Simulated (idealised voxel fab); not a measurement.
A process module follows: voxel self aligned contacts.
Square cell edge 5 nm, section width 175 nm, ID cut.
Cross-section layout: square cells on a grid; listed as bands, top to bottom; a band spans one or more cell rows. The entry gives the band's vertical extent as a top height and a bottom height in nm, then its horizontal make-up as materials from left to right, each with a width in nm. "empty" stands for empty space; a single material marked "everywhere" fills the band edge to edge. Height is counted from the level 0, under which the received wafer is composed throughout of one material. The lowest of the bands is not closed at the bottom but continues downward, in the notation "z 0 and below". The two numbers in a width such as "30->40" mark its ends across the band: the first belongs to the top row of cells, the second to the bottom row, and from each row to the next the width moves by the same amount. It should be understood that the words "no alterations made", when stated for a given step, signify that the cross-section underwent no change in any of its cells during that step. "Enclosed void inventory" means: voids of 8 cells or more that are shut off from the top with no open way through. Written width x height at distance, distance from the left edge, in nm. Past the settings on a step's line: simulator remark, on that step. overlay nm, on a step with a mask: how far to the right of its planned place the mask lay; to the left if negative.
Listed below are the process steps as planned
1,RECEIVE (material Si)
2,CONFORMAL_DEP (material SiO2; thk nm 5)
3,DIRECTIONAL_DEP (material polySi; thk nm 25)
4,DIRECTIONAL_DEP (material SiN; thk nm 25)
5,MASKED_ETCH (tone cover; mask id GATE; width nm 30; pitch nm 65; etch materials SiN; depth nm 25; overlay nm -15)
6,MASKED_ETCH (tone cover; mask id GATE; width nm 30; pitch nm 65; etch materials polySi; depth nm 25; overlay nm 0)
7,CONFORMAL_DEP (material SiN; thk nm 10)
8,DIRECTIONAL_ETCH (etch materials SiN; depth nm 10)
9,FILL_DEP (material SiO2; thk nm 10)
10,CMP (height nm 60)
11,MASKED_ETCH (tone open; mask id CONTACT; width nm 45; etch materials SiO2; depth nm 60; overlay nm 0)
12,CONFORMAL_DEP (material TiN; thk nm 5)
13,FILL_DEP (material W; thk nm 5)
14,CMP (height nm 60)
15,CONFORMAL_DEP (material SiN; thk nm 5)
All wafers enter the flow in the same state. The overlay nm at step 5 differs from wafer to wafer, and the plan gives the value for the first wafer.
So this is the first of several wafers, cross-sectioned as it came to us, meaning it's at the end of step 1
  z 0 and below | Si everywhere
  Enclosed void inventory: none
First of several wafers in cross-section at module end, following the final step, step 15
  z 65 to 60 | SiN everywhere
  z 60 to 55 | SiO2=65 / TiN=5 / W=5 / TiN=35 / SiO2=65
  z 55 to 35 | SiO2=15 / SiN=50 / TiN=5 / W=5 / TiN=5 / SiN=50 / SiO2=45
  z 35 to 30 | SiO2=15 / SiN=50 / TiN=15 / SiN=50 / SiO2=45
  z 30 to 5 | SiO2=15 / SiN=10 / polySi=45 / SiN=20 / polySi=45 / SiN=10 / SiO2=30
  z 5 to 0 | SiO2 everywhere
  z 0 and below | Si everywhere
  Enclosed void inventory: none
Module end, final wafer: cross-section
  z 65 to 60 | SiN everywhere
  z 60 to 55 | SiO2=65 / TiN=35 / W=5 / TiN=5 / SiO2=65
  z 55 to 35 | SiO2=45 / SiN=50 / TiN=5 / W=5 / TiN=5 / SiN=50 / SiO2=15
  z 35 to 30 | SiO2=45 / SiN=50 / TiN=15 / SiN=50 / SiO2=15
  z 30 to 5 | SiO2=30 / SiN=10 / polySi=45 / SiN=20 / polySi=45 / SiN=10 / SiO2=15
  z 5 to 0 | SiO2 everywhere
  z 0 and below | Si everywhere
  Enclosed void inventory: none
Per-wafer rows below. For each material: cells gained (+) or lost (-) since the wafer was received, as of end of module. Then: closed voids
overlay nm -15 | +175 SiN | +166 SiO2 | +19 TiN | +5 W | +90 polySi | Enclosed void inventory: none
overlay nm -10 | +175 SiN | +170 SiO2 | +25 TiN | +5 W | +80 polySi | Enclosed void inventory: none
overlay nm -5 | +175 SiN | +174 SiO2 | +31 TiN | +5 W | +70 polySi | Enclosed void inventory: none
overlay nm 0 | +175 SiN | +178 SiO2 | +31 TiN | +11 W | +60 polySi | Enclosed void inventory: none
overlay nm 5 | +175 SiN | +174 SiO2 | +31 TiN | +5 W | +70 polySi | Enclosed void inventory: none
overlay nm 10 | +175 SiN | +170 SiO2 | +25 TiN | +5 W | +80 polySi | Enclosed void inventory: none
overlay nm 15 | +175 SiN | +166 SiO2 | +19 TiN | +5 W | +90 polySi | Enclosed void inventory: none
